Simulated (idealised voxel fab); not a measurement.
A process module follows: voxel gate over fins.
For reference, the cross-section in this document is cut, with width 190 nm and square cells of 5 nm.
Cross-section layout: square cells on a grid; listed as bands, top to bottom; a band spans one or more cell rows.
First you get the band's top height and its bottom height, in nm, and then the materials it's made of, left to right, with each width in nm. If you see a single material with "everywhere", that one covers the band edge to edge. "air" is empty space.
Heads up on the height convention: 0 is the point under which the incoming wafer is all one material, and the lowest band has no bottom, it just keeps going down, like "from 0 down".
It should be noted that a width expressed as "30 to 40" varies in equal increments from row to row of cells within the band, taking the value of the first number at the top row and that of the second number at the bottom row.
Key: "no change occurred" - step with no changed cell in the cross-section.
Reported under the label "Closed void catalog" are the empty spaces having no open way to the top and comprising 8 cells or more; the notation for each is width x height at distance, in which the distance is measured from the left edge and all three values are in nm.
That trailing text on a step's line, after the settings, is the simulator's own remark on the step.
When a step includes a mask, the "overlay nm" setting on its line states how far to the right of its planned place that mask lay, and negative values state how far to the left.
## Steps in the process plan
1,RECEIVE,material Si
2,CONFORMAL_DEP,material SiN,thk nm 5
3,MASKED_ETCH,tone cover,mask id FINS,width nm 15,pitch nm 50,etch materials SiN,depth nm 5,overlay nm 0
4,MASKED_ETCH,tone cover,mask id FINS,width nm 15,pitch nm 50,etch materials Si,depth nm 30,overlay nm 0
5,FILL_DEP,material SiO2,thk nm 5
6,CMP,height nm 5
7,DIRECTIONAL_DEP,material aC,thk nm 15
8,PATTERN,tone open,mask id RAIL,material resist,width nm 15,thk nm 30,overlay nm 0
9,DIRECTIONAL_ETCH,etch materials aC,depth nm 15
10,STRIP,etch materials resist
11,DIRECTIONAL_ETCH,etch materials SiO2,depth nm 30
12,STRIP,etch materials aC
13,CONFORMAL_DEP,material TiN,thk nm 5
14,FILL_DEP,material W,thk nm 5
15,CMP,height nm 5
16,SELECTIVE_ETCH,etch materials W Ru TiN,depth nm 25
17,FILL_DEP,material SiO2,thk nm 5
18,CMP,height nm 5
19,SELECTIVE_ETCH,etch materials SiO2,depth nm 15
20,STRIP,etch materials SiN
21,CONFORMAL_DEP,material HfO2,thk nm 5
22,CONFORMAL_DEP,material TiN,thk nm 5
23,FILL_DEP,material W,thk nm 15
24,CMP,height nm 20
25,CONFORMAL_DEP,material SiCN,thk nm 5
## first wafer, as planned
## Cross-section of the incoming wafer, state after step 1
> from 0 down: Si everywhere
> Closed void catalog: none
## Cross-section of the wafer subsequent to step 2
> from 5 to 0: SiN everywhere
> Everything below 0 is unchanged.
## Cross-section of the wafer subsequent to step 3
> from 5 to 0: 35 of air | 15 of SiN | 35 of air | 15 of SiN | 35 of air | 15 of SiN | 40 of air
> Everything below 0 is unchanged.
## Cross-section of the wafer subsequent to step 4
> from 5 to 0: 35 of air | 15 of SiN | 35 of air | 15 of SiN | 35 of air | 15 of SiN | 40 of air
> from 0 to -30: 35 of air | 15 of Si | 35 of air | 15 of Si | 35 of air | 15 of Si | 40 of air
> Everything below -30 is unchanged.
## Cross-section of the wafer subsequent to step 5
> from 10 to 5: SiO2 everywhere
> from 5 to 0: 35 of SiO2 | 15 of SiN | 35 of SiO2 | 15 of SiN | 35 of SiO2 | 15 of SiN | 40 of SiO2
> from 0 to -30: 35 of SiO2 | 15 of Si | 35 of SiO2 | 15 of Si | 35 of SiO2 | 15 of Si | 40 of SiO2
> Everything below -30 is unchanged.
## Cross-section of the wafer subsequent to step 6
> from 5 to 0: 35 of SiO2 | 15 of SiN | 35 of SiO2 | 15 of SiN | 35 of SiO2 | 15 of SiN | 40 of SiO2
> Everything below 0 is unchanged.
## Cross-section of the wafer subsequent to step 7
> from 20 to 5: aC everywhere
> Everything below 5 is unchanged.
## Cross-section of the wafer subsequent to step 8
> from 50 to 20: 60 of resist | 15 of air | 115 of resist
> Everything below 20 is unchanged.
## Cross-section of the wafer subsequent to step 9
> from 35 to 20: 60 of resist | 15 of air | 115 of resist
> from 20 to 5: 60 of aC | 15 of air | 115 of aC
> Everything below 5 is unchanged.
## Cross-section of the wafer subsequent to step 10
> from 20 to 5: 60 of aC | 15 of air | 115 of aC
> Everything below 5 is unchanged.
## Cross-section of the wafer subsequent to step 11
> from 20 to 5: 60 of aC | 15 of air | 115 of aC
> from 5 to 0: 35 of SiO2 | 15 of SiN | 10 of SiO2 | 15 of air | 10 of SiO2 | 15 of SiN | 35 of SiO2 | 15 of SiN | 40 of SiO2
> from 0 to -25: 35 of SiO2 | 15 of Si | 10 of SiO2 | 15 of air | 10 of SiO2 | 15 of Si | 35 of SiO2 | 15 of Si | 40 of SiO2
> Everything below -25 is unchanged.
## Cross-section of the wafer subsequent to step 12
> from 5 to 0: 35 of SiO2 | 15 of SiN | 10 of SiO2 | 15 of air | 10 of SiO2 | 15 of SiN | 35 of SiO2 | 15 of SiN | 40 of SiO2
> Everything below 0 is unchanged.
## Cross-section of the wafer subsequent to step 13
> from 10 to 5: 65 of TiN | 5 of air | 120 of TiN
> from 5 to 0: 35 of SiO2 | 15 of SiN | 10 of SiO2 | 5 of TiN | 5 of air | 5 of TiN | 10 of SiO2 | 15 of SiN | 35 of SiO2 | 15 of SiN | 40 of SiO2
> from 0 to -20: 35 of SiO2 | 15 of Si | 10 of SiO2 | 5 of TiN | 5 of air | 5 of TiN | 10 of SiO2 | 15 of Si | 35 of SiO2 | 15 of Si | 40 of SiO2
> from -20 to -25: 35 of SiO2 | 15 of Si | 10 of SiO2 | 15 of TiN | 10 of SiO2 | 15 of Si | 35 of SiO2 | 15 of Si | 40 of SiO2
> Everything below -25 is unchanged.
## Cross-section of the wafer subsequent to step 14
> from 15 to 10: W everywhere
> from 10 to 5: 65 of TiN | 5 of W | 120 of TiN
> from 5 to 0: 35 of SiO2 | 15 of SiN | 10 of SiO2 | 5 of TiN | 5 of W | 5 of TiN | 10 of SiO2 | 15 of SiN | 35 of SiO2 | 15 of SiN | 40 of SiO2
> from 0 to -20: 35 of SiO2 | 15 of Si | 10 of SiO2 | 5 of TiN | 5 of W | 5 of TiN | 10 of SiO2 | 15 of Si | 35 of SiO2 | 15 of Si | 40 of SiO2
> Everything below -20 is unchanged.
## Cross-section of the wafer subsequent to step 15
> from 5 to 0: 35 of SiO2 | 15 of SiN | 10 of SiO2 | 5 of TiN | 5 of W | 5 of TiN | 10 of SiO2 | 15 of SiN | 35 of SiO2 | 15 of SiN | 40 of SiO2
> Everything below 0 is unchanged.
## Cross-section of the wafer subsequent to step 16
> from 5 to 0: 35 of SiO2 | 15 of SiN | 10 of SiO2 | 15 of air | 10 of SiO2 | 15 of SiN | 35 of SiO2 | 15 of SiN | 40 of SiO2
> from 0 to -20: 35 of SiO2 | 15 of Si | 10 of SiO2 | 15 of air | 10 of SiO2 | 15 of Si | 35 of SiO2 | 15 of Si | 40 of SiO2
> Everything below -20 is unchanged.
## Cross-section of the wafer subsequent to step 17
> from 10 to 5: SiO2 everywhere
> from 5 to 0: 35 of SiO2 | 15 of SiN | 35 of SiO2 | 15 of SiN | 35 of SiO2 | 15 of SiN | 40 of SiO2
> from 0 to -20: 35 of SiO2 | 15 of Si | 35 of SiO2 | 15 of Si | 35 of SiO2 | 15 of Si | 40 of SiO2
> Everything below -20 is unchanged.
## Cross-section of the wafer subsequent to step 18
> from 5 to 0: 35 of SiO2 | 15 of SiN | 35 of SiO2 | 15 of SiN | 35 of SiO2 | 15 of SiN | 40 of SiO2
> Everything below 0 is unchanged.
## Cross-section of the wafer subsequent to step 19
> from 5 to 0: 35 of air | 15 of SiN | 35 of air | 15 of SiN | 35 of air | 15 of SiN | 40 of air
> from 0 to -10: 35 of air | 15 of Si | 35 of air | 15 of Si | 35 of air | 15 of Si | 40 of air
> Everything below -10 is unchanged.
## Cross-section of the wafer subsequent to step 20
> from 0 to -10: 35 of air | 15 of Si | 35 of air | 15 of Si | 35 of air | 15 of Si | 40 of air
> Everything below -10 is unchanged.
## Cross-section of the wafer subsequent to step 21
> from 5 to 0: 30 of air | 25 of HfO2 | 25 of air | 25 of HfO2 | 25 of air | 25 of HfO2 | 35 of air
> from 0 to -5: 30 of air | 5 of HfO2 | 15 of Si | 5 of HfO2 | 25 of air | 5 of HfO2 | 15 of Si | 5 of HfO2 | 25 of air | 5 of HfO2 | 15 of Si | 5 of HfO2 | 35 of air
> from -5 to -10: 35 of HfO2 | 15 of Si | 35 of HfO2 | 15 of Si | 35 of HfO2 | 15 of Si | 40 of HfO2
> Everything below -10 is unchanged.
## Cross-section of the wafer subsequent to step 22
> from 10 to 5: 25 of air | 35 of TiN | 15 of air | 35 of TiN | 15 of air | 35 of TiN | 30 of air
> from 5 to 0: 25 of air | 5 of TiN | 25 of HfO2 | 5 of TiN | 15 of air | 5 of TiN | 25 of HfO2 | 5 of TiN | 15 of air | 5 of TiN | 25 of HfO2 | 5 of TiN | 30 of air
> from 0 to -5: 30 of TiN | 5 of HfO2 | 15 of Si | 5 of HfO2 | 25 of TiN | 5 of HfO2 | 15 of Si | 5 of HfO2 | 25 of TiN | 5 of HfO2 | 15 of Si | 5 of HfO2 | 35 of TiN
> Everything below -5 is unchanged.
## Cross-section of the wafer subsequent to step 23
> from 25 to 10: W everywhere
> from 10 to 5: 25 of W | 35 of TiN | 15 of W | 35 of TiN | 15 of W | 35 of TiN | 30 of W
> from 5 to 0: 25 of W | 5 of TiN | 25 of HfO2 | 5 of TiN | 15 of W | 5 of TiN | 25 of HfO2 | 5 of TiN | 15 of W | 5 of TiN | 25 of HfO2 | 5 of TiN | 30 of W
> Everything below 0 is unchanged.
## Cross-section of the wafer subsequent to step 24
> from 20 to 10: W everywhere
> Everything below 10 is unchanged.
## Cross-section of the wafer subsequent to step 25
> from 25 to 20: SiCN everywhere
> Everything below 20 is unchanged.
## Second wafer - shared start and plan with the first - one error in running - same as the first up to step 7 inclusive
## Second wafer, section view, time point: scheduled end of step 8
> from 50 to 20: 70 of resist | 15 of air | 105 of resist
> Everything below 20 is unchanged.
## Second wafer, section view, time point: scheduled end of step 9
> from 35 to 20: 70 of resist | 15 of air | 105 of resist
> from 20 to 5: 70 of aC | 15 of air | 105 of aC
> Everything below 5 is unchanged.
## Second wafer, section view, time point: scheduled end of step 10
> from 20 to 5: 70 of aC | 15 of air | 105 of aC
> Everything below 5 is unchanged.
## Second wafer, section view, time point: scheduled end of step 11
> from 20 to 5: 70 of aC | 15 of air | 105 of aC
> from 5 to 0: 35 of SiO2 | 15 of SiN | 20 of SiO2 | 15 of air | 15 of SiN | 35 of SiO2 | 15 of SiN | 40 of SiO2
> from 0 to -25: 35 of SiO2 | 15 of Si | 20 of SiO2 | 15 of air | 15 of Si | 35 of SiO2 | 15 of Si | 40 of SiO2
> Everything below -25 is unchanged.
## Second wafer, section view, time point: scheduled end of step 12
> from 5 to 0: 35 of SiO2 | 15 of SiN | 20 of SiO2 | 15 of air | 15 of SiN | 35 of SiO2 | 15 of SiN | 40 of SiO2
> Everything below 0 is unchanged.
## Second wafer, section view, time point: scheduled end of step 13
> from 10 to 5: 75 of TiN | 5 of air | 110 of TiN
> from 5 to 0: 35 of SiO2 | 15 of SiN | 20 of SiO2 | 5 of TiN | 5 of air | 5 of TiN | 15 of SiN | 35 of SiO2 | 15 of SiN | 40 of SiO2
> from 0 to -20: 35 of SiO2 | 15 of Si | 20 of SiO2 | 5 of TiN | 5 of air | 5 of TiN | 15 of Si | 35 of SiO2 | 15 of Si | 40 of SiO2
> from -20 to -25: 35 of SiO2 | 15 of Si | 20 of SiO2 | 15 of TiN | 15 of Si | 35 of SiO2 | 15 of Si | 40 of SiO2
> Everything below -25 is unchanged.
## Second wafer, section view, time point: scheduled end of step 14
> from 15 to 10: W everywhere
> from 10 to 5: 75 of TiN | 5 of W | 110 of TiN
> from 5 to 0: 35 of SiO2 | 15 of SiN | 20 of SiO2 | 5 of TiN | 5 of W | 5 of TiN | 15 of SiN | 35 of SiO2 | 15 of SiN | 40 of SiO2
> from 0 to -20: 35 of SiO2 | 15 of Si | 20 of SiO2 | 5 of TiN | 5 of W | 5 of TiN | 15 of Si | 35 of SiO2 | 15 of Si | 40 of SiO2
> Everything below -20 is unchanged.
## Second wafer, section view, time point: scheduled end of step 15
> from 5 to 0: 35 of SiO2 | 15 of SiN | 20 of SiO2 | 5 of TiN | 5 of W | 5 of TiN | 15 of SiN | 35 of SiO2 | 15 of SiN | 40 of SiO2
> Everything below 0 is unchanged.
## Second wafer, section view, time point: scheduled end of step 16
> from 5 to 0: 35 of SiO2 | 15 of SiN | 20 of SiO2 | 15 of air | 15 of SiN | 35 of SiO2 | 15 of SiN | 40 of SiO2
> from 0 to -20: 35 of SiO2 | 15 of Si | 20 of SiO2 | 15 of air | 15 of Si | 35 of SiO2 | 15 of Si | 40 of SiO2
> Everything below -20 is unchanged.
## Second wafer, section view, time point: scheduled end of step 17
> from 10 to 5: SiO2 everywhere
> from 5 to 0: 35 of SiO2 | 15 of SiN | 35 of SiO2 | 15 of SiN | 35 of SiO2 | 15 of SiN | 40 of SiO2
> from 0 to -20: 35 of SiO2 | 15 of Si | 35 of SiO2 | 15 of Si | 35 of SiO2 | 15 of Si | 40 of SiO2
> Everything below -20 is unchanged.
## Second wafer, section view, time point: scheduled end of step 18
> from 5 to 0: 35 of SiO2 | 15 of SiN | 35 of SiO2 | 15 of SiN | 35 of SiO2 | 15 of SiN | 40 of SiO2
> Everything below 0 is unchanged.
## Second wafer, section view, time point: scheduled end of step 19
> from 5 to 0: 35 of air | 15 of SiN | 35 of air | 15 of SiN | 35 of air | 15 of SiN | 40 of air
> from 0 to -10: 35 of air | 15 of Si | 35 of air | 15 of Si | 35 of air | 15 of Si | 40 of air
> Everything below -10 is unchanged.
## Second wafer, section view, time point: scheduled end of step 20
> from 0 to -10: 35 of air | 15 of Si | 35 of air | 15 of Si | 35 of air | 15 of Si | 40 of air
> Everything below -10 is unchanged.
## Second wafer, section view, time point: scheduled end of step 21
> from 5 to 0: 30 of air | 25 of HfO2 | 25 of air | 25 of HfO2 | 25 of air | 25 of HfO2 | 35 of air
> from 0 to -5: 30 of air | 5 of HfO2 | 15 of Si | 5 of HfO2 | 25 of air | 5 of HfO2 | 15 of Si | 5 of HfO2 | 25 of air | 5 of HfO2 | 15 of Si | 5 of HfO2 | 35 of air
> from -5 to -10: 35 of HfO2 | 15 of Si | 35 of HfO2 | 15 of Si | 35 of HfO2 | 15 of Si | 40 of HfO2
> Everything below -10 is unchanged.
## Second wafer, section view, time point: scheduled end of step 22
> from 10 to 5: 25 of air | 35 of TiN | 15 of air | 35 of TiN | 15 of air | 35 of TiN | 30 of air
> from 5 to 0: 25 of air | 5 of TiN | 25 of HfO2 | 5 of TiN | 15 of air | 5 of TiN | 25 of HfO2 | 5 of TiN | 15 of air | 5 of TiN | 25 of HfO2 | 5 of TiN | 30 of air
> from 0 to -5: 30 of TiN | 5 of HfO2 | 15 of Si | 5 of HfO2 | 25 of TiN | 5 of HfO2 | 15 of Si | 5 of HfO2 | 25 of TiN | 5 of HfO2 | 15 of Si | 5 of HfO2 | 35 of TiN
> Everything below -5 is unchanged.
## Second wafer, section view, time point: scheduled end of step 23
> from 25 to 10: W everywhere
> from 10 to 5: 25 of W | 35 of TiN | 15 of W | 35 of TiN | 15 of W | 35 of TiN | 30 of W
> from 5 to 0: 25 of W | 5 of TiN | 25 of HfO2 | 5 of TiN | 15 of W | 5 of TiN | 25 of HfO2 | 5 of TiN | 15 of W | 5 of TiN | 25 of HfO2 | 5 of TiN | 30 of W
> Everything below 0 is unchanged.
## Second wafer, section view, time point: scheduled end of step 24
> from 20 to 10: W everywhere
> Everything below 10 is unchanged.
## Second wafer, section view, time point: scheduled end of step 25
> from 25 to 20: SiCN everywhere
> Everything below 20 is unchanged.
Deviation from plan: step 8 ran with different settings than intended, the actual operation and settings being PATTERN,tone open,mask id RAIL,material resist,width nm 15,thk nm 30,overlay nm 10
By the end, you'd get the same cell count for each material on either wafer, but the second wafer puts them somewhere else.
